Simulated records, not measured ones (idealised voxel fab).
This is a process module. Its name is voxel air gaps.
It is cross-section cut that appears here, measuring 235 nm in width, its square cells being 5 nm in size.
In this document a cross-section is written as a grid of square cells. It is given as a series of bands, listed from the top down, and a band is one or more rows of cells.
In this notation a band is specified by the heights of its top and bottom, in that order and in nm, after which its materials appear from left to right, each paired with its width in nm. The word "throughout" attached to a single material means that material fills the band from edge to edge; the word "air" stands for empty space.
Height 0 is the level under which the wafer as received is all one material. The lowest band goes on downwards, as in "0 down".
Per-row width for "30->40": begins at first number (top row of band), ends at second number (bottom row), increment between rows held constant.
The cross-section has no changed cell in any step marked "left unchanged".
Closed empty spaces (no open way to the top) of 8 cells or more are what "Cavities, sealed" lists, each as width x height at distance from the left edge, nm for all three.
Step line, after settings: the simulator's comment on this step.
Regarding "overlay nm": on a step with a mask, it is the distance the mask lay to the right of its planned place; a negative value places it to the left.
Each pair below shows a cross-section before one step and the cross-section after it, down to the lowest band that changed. The line under each pair gives the step between them, with its settings. The pairs can come from different runs of this module on the same starting wafer, so a pair continues from the pair above only where its "Incoming profile" says so.
-- Incoming profile
- 0 down | Si throughout
- Cavities, sealed: none
-- Cut View, Post-Step
- 10 to 0 | SiO2 throughout
- Anything lower than 0 is untouched.
- Cavities, sealed: none
The step occurring between the two cross-sections depicted above is identified as CONFORMAL_DEP with material SiO2, thk nm 10
Incoming profile: starting point is the after cross-section of the pair just above.
-- Cut View, Post-Step
- 15 to 10 | SiCN throughout
- Anything lower than 10 is untouched.
- Cavities, sealed: none
The step occurring between the two cross-sections depicted above is identified as CONFORMAL_DEP with material SiCN, thk nm 5
Incoming profile: starting point is the after cross-section of the pair just above.
-- Cut View, Post-Step
- 55 to 15 | SiO2 throughout
- Anything lower than 15 is untouched.
- Cavities, sealed: none
The step occurring between the two cross-sections depicted above is identified as DIRECTIONAL_DEP with material SiO2, thk nm 40
Incoming profile: starting point is the after cross-section of the pair just above.
-- Cut View, Post-Step
- 55 to 15 | SiO2 (40)  air (20)  SiO2 (25)  air (20)  SiO2 (25)  air (20)  SiO2 (25)  air (20)  SiO2 (40)
- Anything lower than 15 is untouched.
- Cavities, sealed: none
The step occurring between the two cross-sections depicted above is identified as MASKED_ETCH with tone open, mask id LINES, width nm 20, pitch nm 45, etch materials SiO2, depth nm 40, overlay nm 0
Incoming profile: starting point is the after cross-section of the pair just above.
-- Cut View, Post-Step
- 60 to 55 | TiN (45)  air (10)  TiN (35)  air (10)  TiN (35)  air (10)  TiN (35)  air (10)  TiN (45)
- 55 to 20 | SiO2 (40)  TiN (5)  air (10)  TiN (5)  SiO2 (25)  TiN (5)  air (10)  TiN (5)  SiO2 (25)  TiN (5)  air (10)  TiN (5)  SiO2 (25)  TiN (5)  air (10)  TiN (5)  SiO2 (40)
- 20 to 15 | SiO2 (40)  TiN (20)  SiO2 (25)  TiN (20)  SiO2 (25)  TiN (20)  SiO2 (25)  TiN (20)  SiO2 (40)
- Anything lower than 15 is untouched.
- Cavities, sealed: none
The step occurring between the two cross-sections depicted above is identified as CONFORMAL_DEP with material TiN, thk nm 5
Incoming profile: starting point is the after cross-section of the pair just above.
-- Cut View, Post-Step
- 65 to 60 | W throughout
- 60 to 55 | TiN (45)  W (10)  TiN (35)  W (10)  TiN (35)  W (10)  TiN (35)  W (10)  TiN (45)
- 55 to 20 | SiO2 (40)  TiN (5)  W (10)  TiN (5)  SiO2 (25)  TiN (5)  W (10)  TiN (5)  SiO2 (25)  TiN (5)  W (10)  TiN (5)  SiO2 (25)  TiN (5)  W (10)  TiN (5)  SiO2 (40)
- Anything lower than 20 is untouched.
- Cavities, sealed: none
The step occurring between the two cross-sections depicted above is identified as FILL_DEP with material W, thk nm 5
Incoming profile: starting point is the after cross-section of the pair just above.
-- Cut View, Post-Step
- 55 to 20 | SiO2 (40)  TiN (5)  W (10)  TiN (5)  SiO2 (25)  TiN (5)  W (10)  TiN (5)  SiO2 (25)  TiN (5)  W (10)  TiN (5)  SiO2 (25)  TiN (5)  W (10)  TiN (5)  SiO2 (40)
- Anything lower than 20 is untouched.
- Cavities, sealed: none
The step occurring between the two cross-sections depicted above is identified as CMP with height nm 55
Incoming profile: starting point is the after cross-section of the pair just above.
-- Cut View, Post-Step
- 65 to 55 | air (30)  Ru (40)  air (5)  Ru (40)  air (5)  Ru (40)  air (5)  Ru (40)  air (30)
- Anything lower than 55 is untouched.
- Cavities, sealed: none
The step occurring between the two cross-sections depicted above is identified as EPI with material Ru, thk nm 10
Incoming profile: starting point is the after cross-section of the pair just above.
-- Cut View, Post-Step
- 65 to 55 | air (30)  Ru (40)  air (5)  Ru (40)  air (5)  Ru (40)  air (5)  Ru (40)  air (30)
- 55 to 20 | air (40)  TiN (5)  W (10)  TiN (5)  air (25)  TiN (5)  W (10)  TiN (5)  air (25)  TiN (5)  W (10)  TiN (5)  air (25)  TiN (5)  W (10)  TiN (5)  air (40)
- 20 to 15 | air (40)  TiN (20)  air (25)  TiN (20)  air (25)  TiN (20)  air (25)  TiN (20)  air (40)
- Anything lower than 15 is untouched.
- Cavities, sealed: none
The step occurring between the two cross-sections depicted above is identified as SELECTIVE_ETCH with etch materials SiO2, depth nm 50
Incoming profile: starting point is the after cross-section of the pair just above.
-- Cut View, Post-Step
- 70 to 65 | air (25)  SiCN (185)  air (25)
- 65 to 55 | air (25)  SiCN (5)  Ru (40)  SiCN (5)  Ru (40)  SiCN (5)  Ru (40)  SiCN (5)  Ru (40)  SiCN (5)  air (25)
- 55 to 50 | air (25)  SiCN (15)  TiN (5)  W (10)  TiN (5)  SiCN (25)  TiN (5)  W (10)  TiN (5)  SiCN (25)  TiN (5)  W (10)  TiN (5)  SiCN (25)  TiN (5)  W (10)  TiN (5)  SiCN (15)  air (25)
- 50 to 20 | air (35)  SiCN (5)  TiN (5)  W (10)  TiN (5)  SiCN (5)  air (15)  SiCN (5)  TiN (5)  W (10)  TiN (5)  SiCN (5)  air (15)  SiCN (5)  TiN (5)  W (10)  TiN (5)  SiCN (5)  air (15)  SiCN (5)  TiN (5)  W (10)  TiN (5)  SiCN (5)  air (35)
- 20 to 15 | SiCN (40)  TiN (20)  SiCN (25)  TiN (20)  SiCN (25)  TiN (20)  SiCN (25)  TiN (20)  SiCN (40)
- Anything lower than 15 is untouched.
- Cavities, sealed: 15 x 30 at 65; 15 x 30 at 110; 15 x 30 at 155
The step occurring between the two cross-sections depicted above is identified as CONFORMAL_DEP with material SiCN, thk nm 5
-- Incoming profile
- 65 to 55 | air (30)  Ru (40)  air (5)  Ru (40)  air (5)  Ru (40)  air (5)  Ru (40)  air (30)
- 55 to 20 | SiO2 (40)  TiN (5)  W (10)  TiN (5)  SiO2 (25)  TiN (5)  W (10)  TiN (5)  SiO2 (25)  TiN (5)  W (10)  TiN (5)  SiO2 (25)  TiN (5)  W (10)  TiN (5)  SiO2 (40)
- 20 to 15 | SiO2 (40)  TiN (20)  SiO2 (25)  TiN (20)  SiO2 (25)  TiN (20)  SiO2 (25)  TiN (20)  SiO2 (40)
- 15 to 10 | SiCN throughout
- 10 to 0 | SiO2 throughout
- 0 down | Si throughout
- Cavities, sealed: none
-- Cut View, Post-Step
- 75 to 55 | air (20)  Ru (195)  air (20)
- Anything lower than 55 is untouched.
- Cavities, sealed: none
The step occurring between the two cross-sections depicted above is identified as EPI with material Ru, thk nm 10
Incoming profile: starting point is the after cross-section of the pair just above.
-- Cut View, Post-Step
- 75 to 55 | air (20)  Ru (195)  air (20)
- 55 to 20 | air (40)  TiN (5)  W (10)  TiN (5)  SiO2 (25)  TiN (5)  W (10)  TiN (5)  SiO2 (25)  TiN (5)  W (10)  TiN (5)  SiO2 (25)  TiN (5)  W (10)  TiN (5)  air (40)
- 20 to 15 | air (40)  TiN (20)  SiO2 (25)  TiN (20)  SiO2 (25)  TiN (20)  SiO2 (25)  TiN (20)  air (40)
- Anything lower than 15 is untouched.
- Cavities, sealed: none
The step occurring between the two cross-sections depicted above is identified as SELECTIVE_ETCH with etch materials SiO2, depth nm 50
Incoming profile: starting point is the after cross-section of the pair just above.
-- Cut View, Post-Step
- 80 to 75 | air (15)  SiCN (205)  air (15)
- 75 to 55 | air (15)  SiCN (5)  Ru (195)  SiCN (5)  air (15)
- 55 to 50 | air (15)  SiCN (25)  TiN (5)  W (10)  TiN (5)  SiO2 (25)  TiN (5)  W (10)  TiN (5)  SiO2 (25)  TiN (5)  W (10)  TiN (5)  SiO2 (25)  TiN (5)  W (10)  TiN (5)  SiCN (25)  air (15)
- 50 to 20 | air (35)  SiCN (5)  TiN (5)  W (10)  TiN (5)  SiO2 (25)  TiN (5)  W (10)  TiN (5)  SiO2 (25)  TiN (5)  W (10)  TiN (5)  SiO2 (25)  TiN (5)  W (10)  TiN (5)  SiCN (5)  air (35)
- 20 to 15 | SiCN (40)  TiN (20)  SiO2 (25)  TiN (20)  SiO2 (25)  TiN (20)  SiO2 (25)  TiN (20)  SiCN (40)
- Anything lower than 15 is untouched.
- Cavities, sealed: none
The step occurring between the two cross-sections depicted above is identified as CONFORMAL_DEP with material SiCN, thk nm 5
-- Incoming profile
- 55 to 20 | SiO2 (40)  TiN (5)  W (10)  TiN (5)  SiO2 (25)  TiN (5)  W (10)  TiN (5)  SiO2 (25)  TiN (5)  W (10)  TiN (5)  SiO2 (25)  TiN (5)  W (10)  TiN (5)  SiO2 (40)
- 20 to 15 | SiO2 (40)  TiN (20)  SiO2 (25)  TiN (20)  SiO2 (25)  TiN (20)  SiO2 (25)  TiN (20)  SiO2 (40)
- 15 to 10 | SiCN throughout
- 10 to 0 | SiO2 throughout
- 0 down | Si throughout
- Cavities, sealed: none
-- Cut View, Post-Step
- 55 to 20 | air (40)  TiN (5)  W (10)  TiN (5)  air (25)  TiN (5)  W (10)  TiN (5)  air (25)  TiN (5)  W (10)  TiN (5)  air (25)  TiN (5)  W (10)  TiN (5)  air (40)
- 20 to 15 | air (40)  TiN (20)  air (25)  TiN (20)  air (25)  TiN (20)  air (25)  TiN (20)  air (40)
- Anything lower than 15 is untouched.
- Cavities, sealed: none
The step occurring between the two cross-sections depicted above is identified as SELECTIVE_ETCH with etch materials SiO2, depth nm 50
Incoming profile: starting point is the after cross-section of the pair just above.
-- Cut View, Post-Step
- 65 to 55 | air (30)  Ru (40)  air (5)  Ru (40)  air (5)  Ru (40)  air (5)  Ru (40)  air (30)
- 55 to 20 | air (30)  Ru (10)  TiN (5)  W (10)  TiN (5)  Ru (10)  air (5)  Ru (10)  TiN (5)  W (10)  TiN (5)  Ru (10)  air (5)  Ru (10)  TiN (5)  W (10)  TiN (5)  Ru (10)  air (5)  Ru (10)  TiN (5)  W (10)  TiN (5)  Ru (10)  air (30)
- 20 to 15 | air (30)  Ru (10)  TiN (20)  Ru (10)  air (5)  Ru (10)  TiN (20)  Ru (10)  air (5)  Ru (10)  TiN (20)  Ru (10)  air (5)  Ru (10)  TiN (20)  Ru (10)  air (30)
- Anything lower than 15 is untouched.
- Cavities, sealed: none
The step occurring between the two cross-sections depicted above is identified as EPI with material Ru, thk nm 10
Incoming profile: starting point is the after cross-section of the pair just above.
-- Cut View, Post-Step
- 70 to 65 | air (25)  SiCN (185)  air (25)
- 65 to 55 | air (25)  SiCN (5)  Ru (40)  SiCN (5)  Ru (40)  SiCN (5)  Ru (40)  SiCN (5)  Ru (40)  SiCN (5)  air (25)
- 55 to 20 | air (25)  SiCN (5)  Ru (10)  TiN (5)  W (10)  TiN (5)  Ru (10)  SiCN (5)  Ru (10)  TiN (5)  W (10)  TiN (5)  Ru (10)  SiCN (5)  Ru (10)  TiN (5)  W (10)  TiN (5)  Ru (10)  SiCN (5)  Ru (10)  TiN (5)  W (10)  TiN (5)  Ru (10)  SiCN (5)  air (25)
- 20 to 15 | SiCN (30)  Ru (10)  TiN (20)  Ru (10)  SiCN (5)  Ru (10)  TiN (20)  Ru (10)  SiCN (5)  Ru (10)  TiN (20)  Ru (10)  SiCN (5)  Ru (10)  TiN (20)  Ru (10)  SiCN (30)
- Anything lower than 15 is untouched.
- Cavities, sealed: none
The step occurring between the two cross-sections depicted above is identified as CONFORMAL_DEP with material SiCN, thk nm 5
-- Incoming profile
- 0 down | Si throughout
- Cavities, sealed: none
-- Cut View, Post-Step
- 5 to 0 | SiO2 throughout
- Anything lower than 0 is untouched.
- Cavities, sealed: none
The step occurring between the two cross-sections depicted above is identified as CONFORMAL_DEP with material SiO2, thk nm 5
Incoming profile: starting point is the after cross-section of the pair just above.
-- Cut View, Post-Step
- 10 to 5 | SiCN throughout
- Anything lower than 5 is untouched.
- Cavities, sealed: none
The step occurring between the two cross-sections depicted above is identified as CONFORMAL_DEP with material SiCN, thk nm 5
Incoming profile: starting point is the after cross-section of the pair just above.
-- Cut View, Post-Step
- 50 to 10 | SiO2 throughout
- Anything lower than 10 is untouched.
- Cavities, sealed: none
The step occurring between the two cross-sections depicted above is identified as DIRECTIONAL_DEP with material SiO2, thk nm 40
Incoming profile: starting point is the after cross-section of the pair just above.
-- Cut View, Post-Step
- 50 to 10 | SiO2 (40)  air (20)  SiO2 (25)  air (20)  SiO2 (25)  air (20)  SiO2 (25)  air (20)  SiO2 (40)
- Anything lower than 10 is untouched.
- Cavities, sealed: none
The step occurring between the two cross-sections depicted above is identified as MASKED_ETCH with tone open, mask id LINES, width nm 20, pitch nm 45, etch materials SiO2, depth nm 40, overlay nm 0
Incoming profile: starting point is the after cross-section of the pair just above.
-- Cut View, Post-Step
- 55 to 50 | TiN (45)  air (10)  TiN (35)  air (10)  TiN (35)  air (10)  TiN (35)  air (10)  TiN (45)
- 50 to 15 | SiO2 (40)  TiN (5)  air (10)  TiN (5)  SiO2 (25)  TiN (5)  air (10)  TiN (5)  SiO2 (25)  TiN (5)  air (10)  TiN (5)  SiO2 (25)  TiN (5)  air (10)  TiN (5)  SiO2 (40)
- 15 to 10 | SiO2 (40)  TiN (20)  SiO2 (25)  TiN (20)  SiO2 (25)  TiN (20)  SiO2 (25)  TiN (20)  SiO2 (40)
- Anything lower than 10 is untouched.
- Cavities, sealed: none
The step occurring between the two cross-sections depicted above is identified as CONFORMAL_DEP with material TiN, thk nm 5
Incoming profile: starting point is the after cross-section of the pair just above.
-- Cut View, Post-Step
- 60 to 55 | W throughout
- 55 to 50 | TiN (45)  W (10)  TiN (35)  W (10)  TiN (35)  W (10)  TiN (35)  W (10)  TiN (45)
- 50 to 15 | SiO2 (40)  TiN (5)  W (10)  TiN (5)  SiO2 (25)  TiN (5)  W (10)  TiN (5)  SiO2 (25)  TiN (5)  W (10)  TiN (5)  SiO2 (25)  TiN (5)  W (10)  TiN (5)  SiO2 (40)
- Anything lower than 15 is untouched.
- Cavities, sealed: none
The step occurring between the two cross-sections depicted above is identified as FILL_DEP with material W, thk nm 5
Incoming profile: starting point is the after cross-section of the pair just above.
-- Cut View, Post-Step
- 55 to 50 | TiN (45)  W (10)  TiN (35)  W (10)  TiN (35)  W (10)  TiN (35)  W (10)  TiN (45)
- Anything lower than 50 is untouched.
- Cavities, sealed: none
The step occurring between the two cross-sections depicted above is identified as CMP with height nm 55
Incoming profile: starting point is the after cross-section of the pair just above.
-- Cut View, Post-Step
- 65 to 55 | Ru throughout
- Anything lower than 55 is untouched.
- Cavities, sealed: none
The step occurring between the two cross-sections depicted above is identified as EPI with material Ru, thk nm 10
Incoming profile: starting point is the after cross-section of the pair just above.
-- Cut View, Post-Step
- 70 to 65 | SiCN throughout
- Anything lower than 65 is untouched.
- Cavities, sealed: none
The step occurring between the two cross-sections depicted above is identified as CONFORMAL_DEP with material SiCN, thk nm 5
-- Incoming profile
- 55 to 15 | SiO2 throughout
- 15 to 10 | SiCN throughout
- 10 to 0 | SiO2 throughout
- 0 down | Si throughout
- Cavities, sealed: none
-- Cut View, Post-Step
- 55 to 15 | SiO2 (35)  air (30)  SiO2 (15)  air (30)  SiO2 (15)  air (30)  SiO2 (15)  air (30)  SiO2 (35)
- Anything lower than 15 is untouched.
- Cavities, sealed: none
The step occurring between the two cross-sections depicted above is identified as MASKED_ETCH with tone open, mask id LINES, width nm 30, pitch nm 45, etch materials SiO2, depth nm 40, overlay nm 0
Incoming profile: starting point is the after cross-section of the pair just above.
-- Cut View, Post-Step
- 60 to 55 | TiN (40)  air (20)  TiN (25)  air (20)  TiN (25)  air (20)  TiN (25)  air (20)  TiN (40)
- 55 to 20 | SiO2 (35)  TiN (5)  air (20)  TiN (5)  SiO2 (15)  TiN (5)  air (20)  TiN (5)  SiO2 (15)  TiN (5)  air (20)  TiN (5)  SiO2 (15)  TiN (5)  air (20)  TiN (5)  SiO2 (35)
- 20 to 15 | SiO2 (35)  TiN (30)  SiO2 (15)  TiN (30)  SiO2 (15)  TiN (30)  SiO2 (15)  TiN (30)  SiO2 (35)
- Anything lower than 15 is untouched.
- Cavities, sealed: none
The step occurring between the two cross-sections depicted above is identified as CONFORMAL_DEP with material TiN, thk nm 5
Incoming profile: starting point is the after cross-section of the pair just above.
-- Cut View, Post-Step
- 65 to 60 | W throughout
- 60 to 55 | TiN (40)  W (20)  TiN (25)  W (20)  TiN (25)  W (20)  TiN (25)  W (20)  TiN (40)
- 55 to 20 | SiO2 (35)  TiN (5)  W (20)  TiN (5)  SiO2 (15)  TiN (5)  W (20)  TiN (5)  SiO2 (15)  TiN (5)  W (20)  TiN (5)  SiO2 (15)  TiN (5)  W (20)  TiN (5)  SiO2 (35)
- Anything lower than 20 is untouched.
- Cavities, sealed: none
The step occurring between the two cross-sections depicted above is identified as FILL_DEP with material W, thk nm 5
Incoming profile: starting point is the after cross-section of the pair just above.
-- Cut View, Post-Step
- 55 to 20 | SiO2 (35)  TiN (5)  W (20)  TiN (5)  SiO2 (15)  TiN (5)  W (20)  TiN (5)  SiO2 (15)  TiN (5)  W (20)  TiN (5)  SiO2 (15)  TiN (5)  W (20)  TiN (5)  SiO2 (35)
- Anything lower than 20 is untouched.
- Cavities, sealed: none
The step occurring between the two cross-sections depicted above is identified as CMP with height nm 55
Incoming profile: starting point is the after cross-section of the pair just above.
-- Cut View, Post-Step
- 65 to 55 | air (25)  Ru (185)  air (25)
- Anything lower than 55 is untouched.
- Cavities, sealed: none
The step occurring between the two cross-sections depicted above is identified as EPI with material Ru, thk nm 10
Incoming profile: starting point is the after cross-section of the pair just above.
-- Cut View, Post-Step
- 65 to 55 | air (25)  Ru (185)  air (25)
- 55 to 20 | air (35)  TiN (5)  W (20)  TiN (5)  SiO2 (15)  TiN (5)  W (20)  TiN (5)  SiO2 (15)  TiN (5)  W (20)  TiN (5)  SiO2 (15)  TiN (5)  W (20)  TiN (5)  air (35)
- 20 to 15 | air (35)  TiN (30)  SiO2 (15)  TiN (30)  SiO2 (15)  TiN (30)  SiO2 (15)  TiN (30)  air (35)
- Anything lower than 15 is untouched.
- Cavities, sealed: none
The step occurring between the two cross-sections depicted above is identified as SELECTIVE_ETCH with etch materials SiO2, depth nm 50
Incoming profile: starting point is the after cross-section of the pair just above.
-- Cut View, Post-Step
- 70 to 65 | air (20)  SiCN (195)  air (20)
- 65 to 55 | air (20)  SiCN (5)  Ru (185)  SiCN (5)  air (20)
- 55 to 50 | air (20)  SiCN (15)  TiN (5)  W (20)  TiN (5)  SiO2 (15)  TiN (5)  W (20)  TiN (5)  SiO2 (15)  TiN (5)  W (20)  TiN (5)  SiO2 (15)  TiN (5)  W (20)  TiN (5)  SiCN (15)  air (20)
- 50 to 20 | air (30)  SiCN (5)  TiN (5)  W (20)  TiN (5)  SiO2 (15)  TiN (5)  W (20)  TiN (5)  SiO2 (15)  TiN (5)  W (20)  TiN (5)  SiO2 (15)  TiN (5)  W (20)  TiN (5)  SiCN (5)  air (30)
- 20 to 15 | SiCN (35)  TiN (30)  SiO2 (15)  TiN (30)  SiO2 (15)  TiN (30)  SiO2 (15)  TiN (30)  SiCN (35)
- Anything lower than 15 is untouched.
- Cavities, sealed: none
The step occurring between the two cross-sections depicted above is identified as CONFORMAL_DEP with material SiCN, thk nm 5
-- Incoming profile
- 55 to 15 | SiO2 throughout
- 15 to 10 | SiCN throughout
- 10 to 0 | SiO2 throughout
- 0 down | Si throughout
- Cavities, sealed: none
-- Cut View, Post-Step
- 55 to 15 | SiO2 (30)  air (20)  SiO2 (25)  air (20)  SiO2 (25)  air (20)  SiO2 (25)  air (20)  SiO2 (50)
- Anything lower than 15 is untouched.
- Cavities, sealed: none
The step occurring between the two cross-sections depicted above is identified as MASKED_ETCH with tone open, mask id LINES, width nm 20, pitch nm 45, etch materials SiO2, depth nm 40, overlay nm -10
Incoming profile: starting point is the after cross-section of the pair just above.
-- Cut View, Post-Step
- 60 to 55 | TiN (35)  air (10)  TiN (35)  air (10)  TiN (35)  air (10)  TiN (35)  air (10)  TiN (55)
- 55 to 20 | SiO2 (30)  TiN (5)  air (10)  TiN (5)  SiO2 (25)  TiN (5)  air (10)  TiN (5)  SiO2 (25)  TiN (5)  air (10)  TiN (5)  SiO2 (25)  TiN (5)  air (10)  TiN (5)  SiO2 (50)
- 20 to 15 | SiO2 (30)  TiN (20)  SiO2 (25)  TiN (20)  SiO2 (25)  TiN (20)  SiO2 (25)  TiN (20)  SiO2 (50)
- Anything lower than 15 is untouched.
- Cavities, sealed: none
The step occurring between the two cross-sections depicted above is identified as CONFORMAL_DEP with material TiN, thk nm 5
Incoming profile: starting point is the after cross-section of the pair just above.
-- Cut View, Post-Step
- 65 to 60 | W throughout
- 60 to 55 | TiN (35)  W (10)  TiN (35)  W (10)  TiN (35)  W (10)  TiN (35)  W (10)  TiN (55)
- 55 to 20 | SiO2 (30)  TiN (5)  W (10)  TiN (5)  SiO2 (25)  TiN (5)  W (10)  TiN (5)  SiO2 (25)  TiN (5)  W (10)  TiN (5)  SiO2 (25)  TiN (5)  W (10)  TiN (5)  SiO2 (50)
- Anything lower than 20 is untouched.
- Cavities, sealed: none
The step occurring between the two cross-sections depicted above is identified as FILL_DEP with material W, thk nm 5
Incoming profile: starting point is the after cross-section of the pair just above.
-- Cut View, Post-Step
- 55 to 20 | SiO2 (30)  TiN (5)  W (10)  TiN (5)  SiO2 (25)  TiN (5)  W (10)  TiN (5)  SiO2 (25)  TiN (5)  W (10)  TiN (5)  SiO2 (25)  TiN (5)  W (10)  TiN (5)  SiO2 (50)
- Anything lower than 20 is untouched.
- Cavities, sealed: none
The step occurring between the two cross-sections depicted above is identified as CMP with height nm 55
Incoming profile: starting point is the after cross-section of the pair just above.
-- Cut View, Post-Step
- 65 to 55 | air (20)  Ru (40)  air (5)  Ru (40)  air (5)  Ru (40)  air (5)  Ru (40)  air (40)
- Anything lower than 55 is untouched.
- Cavities, sealed: none
The step occurring between the two cross-sections depicted above is identified as EPI with material Ru, thk nm 10
Incoming profile: starting point is the after cross-section of the pair just above.
-- Cut View, Post-Step
- 65 to 55 | air (20)  Ru (40)  air (5)  Ru (40)  air (5)  Ru (40)  air (5)  Ru (40)  air (40)
- 55 to 20 | air (30)  TiN (5)  W (10)  TiN (5)  air (25)  TiN (5)  W (10)  TiN (5)  air (25)  TiN (5)  W (10)  TiN (5)  air (25)  TiN (5)  W (10)  TiN (5)  air (50)
- 20 to 15 | air (30)  TiN (20)  air (25)  TiN (20)  air (25)  TiN (20)  air (25)  TiN (20)  air (50)
- Anything lower than 15 is untouched.
- Cavities, sealed: none
The step occurring between the two cross-sections depicted above is identified as SELECTIVE_ETCH with etch materials SiO2, depth nm 50
Incoming profile: starting point is the after cross-section of the pair just above.
-- Cut View, Post-Step
- 70 to 65 | air (15)  SiCN (185)  air (35)
- 65 to 55 | air (15)  SiCN (5)  Ru (40)  SiCN (5)  Ru (40)  SiCN (5)  Ru (40)  SiCN (5)  Ru (40)  SiCN (5)  air (35)
- 55 to 50 | air (15)  SiCN (15)  TiN (5)  W (10)  TiN (5)  SiCN (25)  TiN (5)  W (10)  TiN (5)  SiCN (25)  TiN (5)  W (10)  TiN (5)  SiCN (25)  TiN (5)  W (10)  TiN (5)  SiCN (15)  air (35)
- 50 to 20 | air (25)  SiCN (5)  TiN (5)  W (10)  TiN (5)  SiCN (5)  air (15)  SiCN (5)  TiN (5)  W (10)  TiN (5)  SiCN (5)  air (15)  SiCN (5)  TiN (5)  W (10)  TiN (5)  SiCN (5)  air (15)  SiCN (5)  TiN (5)  W (10)  TiN (5)  SiCN (5)  air (45)
- 20 to 15 | SiCN (30)  TiN (20)  SiCN (25)  TiN (20)  SiCN (25)  TiN (20)  SiCN (25)  TiN (20)  SiCN (50)
- Anything lower than 15 is untouched.
- Cavities, sealed: 15 x 30 at 55; 15 x 30 at 100; 15 x 30 at 145
The step occurring between the two cross-sections depicted above is identified as CONFORMAL_DEP with material SiCN, thk nm 5
-- Incoming profile
- 65 to 55 | air (30)  Ru (40)  air (5)  Ru (40)  air (5)  Ru (40)  air (5)  Ru (40)  air (30)
- 55 to 20 | air (40)  TiN (5)  W (10)  TiN (5)  air (25)  TiN (5)  W (10)  TiN (5)  air (25)  TiN (5)  W (10)  TiN (5)  air (25)  TiN (5)  W (10)  TiN (5)  air (40)
- 20 to 15 | air (40)  TiN (20)  air (25)  TiN (20)  air (25)  TiN (20)  air (25)  TiN (20)  air (40)
- 15 to 10 | SiCN throughout
- 10 to 0 | SiO2 throughout
- 0 down | Si throughout
- Cavities, sealed: none
-- Cut View, Post-Step
- 70 to 55 | air (25)  Ru (185)  air (25)
- 55 to 50 | air (25)  Ru (15)  TiN (5)  W (10)  TiN (5)  Ru (25)  TiN (5)  W (10)  TiN (5)  Ru (25)  TiN (5)  W (10)  TiN (5)  Ru (25)  TiN (5)  W (10)  TiN (5)  Ru (15)  air (25)
- 50 to 20 | air (35)  Ru (5)  TiN (5)  W (10)  TiN (5)  Ru (5)  air (15)  Ru (5)  TiN (5)  W (10)  TiN (5)  Ru (5)  air (15)  Ru (5)  TiN (5)  W (10)  TiN (5)  Ru (5)  air (15)  Ru (5)  TiN (5)  W (10)  TiN (5)  Ru (5)  air (35)
- 20 to 15 | Ru (40)  TiN (20)  Ru (25)  TiN (20)  Ru (25)  TiN (20)  Ru (25)  TiN (20)  Ru (40)
- Anything lower than 15 is untouched.
- Cavities, sealed: 15 x 30 at 65; 15 x 30 at 110; 15 x 30 at 155
The step occurring between the two cross-sections depicted above is identified as CONFORMAL_DEP with material Ru, thk nm 5
-- Incoming profile
- 55 to 15 | SiO2 throughout
- 15 to 10 | SiCN throughout
- 10 to 0 | SiO2 throughout
- 0 down | Si throughout
- Cavities, sealed: none
-- Cut View, Post-Step
- 55 to 15 | air (40)  SiO2 (20)  air (25)  SiO2 (20)  air (25)  SiO2 (20)  air (25)  SiO2 (20)  air (40)
- Anything lower than 15 is untouched.
- Cavities, sealed: none
The step occurring between the two cross-sections depicted above is identified as MASKED_ETCH with tone cover, mask id LINES, width nm 20, pitch nm 45, etch materials SiO2, depth nm 40, overlay nm 0
Incoming profile: starting point is the after cross-section of the pair just above.
-- Cut View, Post-Step
- 60 to 55 | air (35)  TiN (30)  air (15)  TiN (30)  air (15)  TiN (30)  air (15)  TiN (30)  air (35)
- 55 to 20 | air (35)  TiN (5)  SiO2 (20)  TiN (5)  air (15)  TiN (5)  SiO2 (20)  TiN (5)  air (15)  TiN (5)  SiO2 (20)  TiN (5)  air (15)  TiN (5)  SiO2 (20)  TiN (5)  air (35)
- 20 to 15 | TiN (40)  SiO2 (20)  TiN (25)  SiO2 (20)  TiN (25)  SiO2 (20)  TiN (25)  SiO2 (20)  TiN (40)
- Anything lower than 15 is untouched.
- Cavities, sealed: none
The step occurring between the two cross-sections depicted above is identified as CONFORMAL_DEP with material TiN, thk nm 5
Incoming profile: starting point is the after cross-section of the pair just above.
-- Cut View, Post-Step
- 65 to 60 | W throughout
- 60 to 55 | W (35)  TiN (30)  W (15)  TiN (30)  W (15)  TiN (30)  W (15)  TiN (30)  W (35)
- 55 to 20 | W (35)  TiN (5)  SiO2 (20)  TiN (5)  W (15)  TiN (5)  SiO2 (20)  TiN (5)  W (15)  TiN (5)  SiO2 (20)  TiN (5)  W (15)  TiN (5)  SiO2 (20)  TiN (5)  W (35)
- Anything lower than 20 is untouched.
- Cavities, sealed: none
The step occurring between the two cross-sections depicted above is identified as FILL_DEP with material W, thk nm 5
Incoming profile: starting point is the after cross-section of the pair just above.
-- Cut View, Post-Step
- 55 to 20 | W (35)  TiN (5)  SiO2 (20)  TiN (5)  W (15)  TiN (5)  SiO2 (20)  TiN (5)  W (15)  TiN (5)  SiO2 (20)  TiN (5)  W (15)  TiN (5)  SiO2 (20)  TiN (5)  W (35)
- Anything lower than 20 is untouched.
- Cavities, sealed: none
The step occurring between the two cross-sections depicted above is identified as CMP with height nm 55
Incoming profile: starting point is the after cross-section of the pair just above.
-- Cut View, Post-Step
- 65 to 55 | Ru throughout
- Anything lower than 55 is untouched.
- Cavities, sealed: none
The step occurring between the two cross-sections depicted above is identified as EPI with material Ru, thk nm 10
Incoming profile: starting point is the after cross-section of the pair just above.
-- Cut View, Post-Step
- 70 to 65 | SiCN throughout
- Anything lower than 65 is untouched.
- Cavities, sealed: none
The step occurring between the two cross-sections depicted above is identified as CONFORMAL_DEP with material SiCN, thk nm 5
